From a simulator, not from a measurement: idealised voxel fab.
You're looking at the process module voxel trench capacitor.
Cross-section cut spans 280 nm and uses square cells 5 nm in size.
Cross-section = grid of square cells, listed top down in bands; band = one or more rows. Top height, bottom height, nm. Materials left to right, width each, nm. Single material + "everywhere" = fills band edge to edge. "air" = empty. Heights are reckoned from 0. Under this level, the received wafer is all of one material. The bottommost band is open-ended downward, for example "0 -> down". With a width like "30 to 40", each row of cells in the band differs from the next by the same amount, the top row carrying the first number and the bottom row the second. Basically "remains unaltered" means that step didn't change any cell in the cross-section. In the "Sealed internal cavities" entry, you get each enclosed empty space of 8 cells or more, one with no open way to the top, written width x height at distance, distance from the left edge, in nm. Text after the settings on a step's line: the simulator's own remark on that step. For masked steps, "overlay nm" on the step line gives how far right of plan the mask actually lay; a minus sign means it lay to the left.
### These are the steps we planned for the process
1,RECEIVE, material Si
2,CONFORMAL_DEP, material SiN, thk nm 5
3,PATTERN, tone open, mask id TRENCH, material resist, width nm 25, pitch nm 55, thk nm 15, overlay nm 0
4,DIRECTIONAL_ETCH, etch materials SiN, depth nm 5
5,DIRECTIONAL_ETCH, etch materials Si, depth nm 25
6,STRIP, etch materials resist
7,CONFORMAL_DEP, material Al2O3, thk nm 5
8,FILL_DEP, material polySi, thk nm 5
9,CMP, height nm 5
### Here's what the wafer looked like in cross-section when it arrived - that's after step 1
    0 -> down = Si everywhere
    Sealed internal cavities: none
### Same starting wafer, same plan as above, one mistake in the execution; this is the cross-section at the end of the module
    5 -> 0 = 100 of SiN  5 of Al2O3  15 of polySi  5 of Al2O3  30 of SiN  5 of Al2O3  15 of polySi  5 of Al2O3  100 of SiN
    0 -> -45 = 100 of Si  5 of Al2O3  15 of polySi  5 of Al2O3  30 of Si  5 of Al2O3  15 of polySi  5 of Al2O3  100 of Si
    -45 -> -50 = 100 of Si  25 of Al2O3  30 of Si  25 of Al2O3  100 of Si
    -50 -> down = Si everywhere
    Sealed internal cavities: none
Which mistake was made when the wafer was run? twice over, step 5 of the plan was run
